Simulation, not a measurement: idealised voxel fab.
Title: Process Module voxel local oxidation
Cross-section cut spans 295 nm and uses square cells 5 nm in size.
Cross-section layout: square cells on a grid; listed as bands, top to bottom; a band spans one or more cell rows. First you get the band's top height and its bottom height, in nm, and then the materials it's made of, left to right, with each width in nm. If you see a single material with "all across", that one covers the band edge to edge. "air" is empty space. Ref level 0: as-received wafer is one material below here. Bottom band extends down with no lower bound ("z 0 and below"). With a width like "30..40", each row of cells in the band differs from the next by the same amount, the top row carrying the first number and the bottom row the second. "no alterations made", as given for a step, is the statement that not any cell of the cross-section underwent a change during that step. Listed in "Fully enclosed voids": every empty space of 8 or more cells without an open way to the top. Form: width x height at distance, the distance being from the left edge, all in nm. That trailing text on a step's line, after the settings, is the simulator's own remark on the step. Steps that use a mask can have "overlay nm" on their line. It says how far the mask sat to the right of where it was meant to be. Negative means to the left.

So here's the lineup of process steps we planned:
1. RECEIVE [material Si]
2. CONFORMAL_DEP [material SiO2] [thk nm 5]
3. CONFORMAL_DEP [material SiN] [thk nm 15]
4. MASKED_ETCH [tone cover] [mask id ACTIVE] [width nm 100] [etch materials SiN] [depth nm 15] [overlay nm -15]
5. SELECTIVE_ETCH [etch materials SiO2] [depth nm 5]
6. OXIDIZE [depth nm 10]
7. STRIP [etch materials SiN]
Across this set of wafers, the varied parameter is the overlay nm of step 4. Starting conditions are identical for every wafer, and the plan reports the value assigned to the first wafer.

This is how the first of several wafers looked in cross-section when it arrived, which is after step 1:
	z 0 and below: Si all across
	Fully enclosed voids: none

Table: wafers, a row each; end-of-module cell change per material since receipt, gain (+), loss (-); then closed voids:
overlay nm -15; -90 Si; +108 SiO2; Fully enclosed voids: none
overlay nm -10; -90 Si; +108 SiO2; Fully enclosed voids: none
overlay nm -5; -90 Si; +108 SiO2; Fully enclosed voids: none
overlay nm 0; -90 Si; +108 SiO2; Fully enclosed voids: none
overlay nm 5; -90 Si; +108 SiO2; Fully enclosed voids: none
overlay nm 10; -90 Si; +108 SiO2; Fully enclosed voids: none
overlay nm 15; -90 Si; +108 SiO2; Fully enclosed voids: none
